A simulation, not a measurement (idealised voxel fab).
Name of the process module below: voxel spacer lines
Square cell edge 5 nm, section width 250 nm, ID cut.
Throughout this document, each cross-section is represented as a grid of square cells and is presented as a sequence of bands enumerated from the top downward, where a band comprises one or more rows of cells. Quick guide to a band line: top height, bottom height (nm) up front; then every material left to right with its width in nm. Only one material and it's marked "everywhere"? Then it fills the band edge to edge. And "empty" just means empty space. Counting heights begins at 0, where everything beneath is, in the wafer as received, one material. The lowest band has no bottom; it goes on downwards, as "from 0 down" shows. Width "30->40": first value at the band's top row of cells, second value at its bottom row, equal change from row to row. Where a step carries "no alterations made", the cross-section came out of it unchanged, cell for cell. "Sealed voids" contains a list of empty spaces, each no smaller than 8 cells and without an open way to the top, written in the form width x height at distance with the distance from the left edge and all three in nm. Note: text after step settings on the step line = simulator remark on that step. overlay nm: how far to the right of its planned place the mask lay on this masked step (negative: to the left).
## The process steps that were planned are listed below
1: RECEIVE with material Si
2: CONFORMAL_DEP with material SiO2, thk nm 10
3: DIRECTIONAL_DEP with material TiN, thk nm 15
4: DIRECTIONAL_DEP with material aC, thk nm 30
5: PATTERN with tone cover, mask id MANDREL, material resist, width nm 25, pitch nm 80, thk nm 35, overlay nm 0
6: DIRECTIONAL_ETCH with etch materials aC, depth nm 30
7: STRIP with etch materials resist
8: CONFORMAL_DEP with material SiN, thk nm 15
9: DIRECTIONAL_ETCH with etch materials SiN, depth nm 15
10: STRIP with etch materials aC
11: DIRECTIONAL_ETCH with etch materials TiN, depth nm 15
12: STRIP with etch materials SiN
## Incoming wafer in cross-section (state: after step 1)
	from 0 down | Si everywhere
	Sealed voids: none
## Cross-section: first of two wafers, module finished, run according to plan
	from 25 to 10 | empty=55  TiN=15  empty=25  TiN=15  empty=25  TiN=15  empty=25  TiN=15  empty=60
	from 10 to 0 | SiO2 everywhere
	from 0 down | Si everywhere
	Sealed voids: none
## Wafer two cross-section, module end. Start and plan unchanged from wafer one; one mistake made during the run
	from 40 to 25 | empty=55  TiN=15  empty=25  TiN=15  empty=25  TiN=15  empty=25  TiN=15  empty=60
	from 25 to 10 | TiN everywhere
	from 10 to 0 | SiO2 everywhere
	from 0 down | Si everywhere
	Sealed voids: none
Where did the run depart from the plan? twice over, step 3 of the plan was run
Cell-count delta at end, second wafer over first, by material: TiN +150
